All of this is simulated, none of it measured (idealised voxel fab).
The process module presented herein is designated voxel self aligned vias.
Cross-section cut spans 260 nm and uses square cells 5 nm in size.
Bands, listed from the top down, are how a cross-section gets written in this document; the cross-section itself is a grid of square cells, and a band is one or more rows of them. Band: top and bottom heights (nm) first, top before bottom; then materials from left to right, widths in nm. "full width" marks a sole material filling the band edge to edge. "air" denotes empty space. Heights are reckoned from 0. Under this level, the received wafer is all of one material. The bottommost band is open-ended downward, for example "z 0 and below". It should be noted that a width expressed as "30->40" varies in equal increments from row to row of cells within the band, taking the value of the first number at the top row and that of the second number at the bottom row. Step marked "identical to before"? Then no cell in the cross-section changed in it. Listed in "Tabulated closed voids": every empty space of 8 or more cells without an open way to the top. Form: width x height at distance, the distance being from the left edge, all in nm. Text after the settings on a step's line: the simulator's own remark on that step. Regarding "overlay nm": on a step with a mask, it is the distance the mask lay to the right of its planned place; a negative value places it to the left.
This section lists the process steps that were planned
step 1: RECEIVE [material Si]
step 2: CONFORMAL_DEP [material SiO2] [thk nm 10]
step 3: CONFORMAL_DEP [material SiCN] [thk nm 5]
step 4: DIRECTIONAL_DEP [material lowk] [thk nm 30]
step 5: MASKED_ETCH [tone open] [mask id LINES] [width nm 30] [pitch nm 70] [etch materials lowk] [depth nm 30] [overlay nm 0]
step 6: CONFORMAL_DEP [material TiN] [thk nm 5]
step 7: FILL_DEP [material Ru] [thk nm 5]
step 8: CMP [height nm 45]
step 9: SELECTIVE_ETCH [etch materials W Ru TiN] [depth nm 10]
step 10: FILL_DEP [material SiN] [thk nm 5]
step 11: CMP [height nm 45]
step 12: DIRECTIONAL_DEP [material lowk] [thk nm 15]
step 13: MASKED_ETCH [tone open] [mask id VIAS] [width nm 50] [pitch nm 140] [etch materials lowk] [depth nm 15] [overlay nm 0]
step 14: MASKED_ETCH [tone open] [mask id VIAS] [width nm 50] [pitch nm 140] [etch materials SiN] [depth nm 10] [overlay nm 0]
step 15: CONFORMAL_DEP [material TiN] [thk nm 5]
step 16: FILL_DEP [material Ru] [thk nm 10]
step 17: CMP [height nm 60]
step 18: CONFORMAL_DEP [material SiCN] [thk nm 5]
Concerning the first of two wafers, which was run in accordance with the plan
Here's what the wafer looked like in cross-section when it arrived - that's after step 1
> z 0 and below  Si full width
> Tabulated closed voids: none
Cross-section through the wafer, step 2 finished
> z 10 to 0  SiO2 full width
> Anything lower than 0 is untouched.
Cross-section through the wafer, step 3 finished
> z 15 to 10  SiCN full width
> Anything lower than 10 is untouched.
Cross-section through the wafer, step 4 finished
> z 45 to 15  lowk full width
> Anything lower than 15 is untouched.
Cross-section through the wafer, step 5 finished
> z 45 to 15  45 lowk, 30 air, 40 lowk, 30 air, 40 lowk, 30 air, 45 lowk
> Anything lower than 15 is untouched.
Cross-section through the wafer, step 6 finished
> z 50 to 45  50 TiN, 20 air, 50 TiN, 20 air, 50 TiN, 20 air, 50 TiN
> z 45 to 20  45 lowk, 5 TiN, 20 air, 5 TiN, 40 lowk, 5 TiN, 20 air, 5 TiN, 40 lowk, 5 TiN, 20 air, 5 TiN, 45 lowk
> z 20 to 15  45 lowk, 30 TiN, 40 lowk, 30 TiN, 40 lowk, 30 TiN, 45 lowk
> Anything lower than 15 is untouched.
Cross-section through the wafer, step 7 finished
> z 55 to 50  Ru full width
> z 50 to 45  50 TiN, 20 Ru, 50 TiN, 20 Ru, 50 TiN, 20 Ru, 50 TiN
> z 45 to 20  45 lowk, 5 TiN, 20 Ru, 5 TiN, 40 lowk, 5 TiN, 20 Ru, 5 TiN, 40 lowk, 5 TiN, 20 Ru, 5 TiN, 45 lowk
> Anything lower than 20 is untouched.
Cross-section through the wafer, step 8 finished
> z 45 to 20  45 lowk, 5 TiN, 20 Ru, 5 TiN, 40 lowk, 5 TiN, 20 Ru, 5 TiN, 40 lowk, 5 TiN, 20 Ru, 5 TiN, 45 lowk
> Anything lower than 20 is untouched.
Cross-section through the wafer, step 9 finished
> z 45 to 35  45 lowk, 30 air, 40 lowk, 30 air, 40 lowk, 30 air, 45 lowk
> Anything lower than 35 is untouched.
Cross-section through the wafer, step 10 finished
> z 50 to 45  SiN full width
> z 45 to 35  45 lowk, 30 SiN, 40 lowk, 30 SiN, 40 lowk, 30 SiN, 45 lowk
> Anything lower than 35 is untouched.
Cross-section through the wafer, step 11 finished
> z 45 to 35  45 lowk, 30 SiN, 40 lowk, 30 SiN, 40 lowk, 30 SiN, 45 lowk
> Anything lower than 35 is untouched.
Cross-section through the wafer, step 12 finished
> z 60 to 45  lowk full width
> Anything lower than 45 is untouched.
Cross-section through the wafer, step 13 finished
> z 60 to 45  35 lowk, 50 air, 90 lowk, 50 air, 35 lowk
> Anything lower than 45 is untouched.
Cross-section through the wafer, step 14 finished
> z 60 to 45  35 lowk, 50 air, 90 lowk, 50 air, 35 lowk
> z 45 to 35  45 lowk, 30 air, 40 lowk, 30 SiN, 40 lowk, 30 air, 45 lowk
> Anything lower than 35 is untouched.
Cross-section through the wafer, step 15 finished
> z 65 to 60  40 TiN, 40 air, 100 TiN, 40 air, 40 TiN
> z 60 to 50  35 lowk, 5 TiN, 40 air, 5 TiN, 90 lowk, 5 TiN, 40 air, 5 TiN, 35 lowk
> z 50 to 45  35 lowk, 15 TiN, 20 air, 15 TiN, 90 lowk, 15 TiN, 20 air, 15 TiN, 35 lowk
> z 45 to 40  45 lowk, 5 TiN, 20 air, 5 TiN, 40 lowk, 30 SiN, 40 lowk, 5 TiN, 20 air, 5 TiN, 45 lowk
> z 40 to 35  45 lowk, 30 TiN, 40 lowk, 30 SiN, 40 lowk, 30 TiN, 45 lowk
> Anything lower than 35 is untouched.
Cross-section through the wafer, step 16 finished
> z 75 to 65  Ru full width
> z 65 to 60  40 TiN, 40 Ru, 100 TiN, 40 Ru, 40 TiN
> z 60 to 50  35 lowk, 5 TiN, 40 Ru, 5 TiN, 90 lowk, 5 TiN, 40 Ru, 5 TiN, 35 lowk
> z 50 to 45  35 lowk, 15 TiN, 20 Ru, 15 TiN, 90 lowk, 15 TiN, 20 Ru, 15 TiN, 35 lowk
> z 45 to 40  45 lowk, 5 TiN, 20 Ru, 5 TiN, 40 lowk, 30 SiN, 40 lowk, 5 TiN, 20 Ru, 5 TiN, 45 lowk
> Anything lower than 40 is untouched.
Cross-section through the wafer, step 17 finished
> z 60 to 50  35 lowk, 5 TiN, 40 Ru, 5 TiN, 90 lowk, 5 TiN, 40 Ru, 5 TiN, 35 lowk
> Anything lower than 50 is untouched.
Cross-section through the wafer, step 18 finished
> z 65 to 60  SiCN full width
> Anything lower than 60 is untouched.
Second wafer, same starting conditions and recipe as the first, one mistake in executing it, nothing differs from the first up to and including step 12
At the planned end of step 13, the second wafer in cross-section
> z 60 to 45  45 lowk, 50 air, 90 lowk, 50 air, 25 lowk
> Anything lower than 45 is untouched.
At the planned end of step 14, the second wafer in cross-section
> z 60 to 45  45 lowk, 50 air, 90 lowk, 50 air, 25 lowk
> z 45 to 35  45 lowk, 30 air, 40 lowk, 30 SiN, 40 lowk, 30 air, 45 lowk
> Anything lower than 35 is untouched.
At the planned end of step 15, the second wafer in cross-section
> z 65 to 60  50 TiN, 40 air, 100 TiN, 40 air, 30 TiN
> z 60 to 50  45 lowk, 5 TiN, 40 air, 5 TiN, 90 lowk, 5 TiN, 40 air, 5 TiN, 25 lowk
> z 50 to 45  45 lowk, 5 TiN, 20 air, 25 TiN, 90 lowk, 5 TiN, 20 air, 25 TiN, 25 lowk
> z 45 to 40  45 lowk, 5 TiN, 20 air, 5 TiN, 40 lowk, 30 SiN, 40 lowk, 5 TiN, 20 air, 5 TiN, 45 lowk
> z 40 to 35  45 lowk, 30 TiN, 40 lowk, 30 SiN, 40 lowk, 30 TiN, 45 lowk
> Anything lower than 35 is untouched.
At the planned end of step 16, the second wafer in cross-section
> z 75 to 65  Ru full width
> z 65 to 60  50 TiN, 40 Ru, 100 TiN, 40 Ru, 30 TiN
> z 60 to 50  45 lowk, 5 TiN, 40 Ru, 5 TiN, 90 lowk, 5 TiN, 40 Ru, 5 TiN, 25 lowk
> z 50 to 45  45 lowk, 5 TiN, 20 Ru, 25 TiN, 90 lowk, 5 TiN, 20 Ru, 25 TiN, 25 lowk
> z 45 to 40  45 lowk, 5 TiN, 20 Ru, 5 TiN, 40 lowk, 30 SiN, 40 lowk, 5 TiN, 20 Ru, 5 TiN, 45 lowk
> Anything lower than 40 is untouched.
At the planned end of step 17, the second wafer in cross-section
> z 60 to 50  45 lowk, 5 TiN, 40 Ru, 5 TiN, 90 lowk, 5 TiN, 40 Ru, 5 TiN, 25 lowk
> Anything lower than 50 is untouched.
At the planned end of step 18, the second wafer in cross-section
> z 65 to 60  SiCN full width
> Anything lower than 60 is untouched.
Deviation from plan: step 13 did not use the planned setting and instead ran as MASKED_ETCH [tone open] [mask id VIAS] [width nm 50] [pitch nm 140] [etch materials lowk] [depth nm 15] [overlay nm 10]
In the final comparison it is observed that the number of cells assigned to each material is identical for the two wafers, whereas their placement is not.
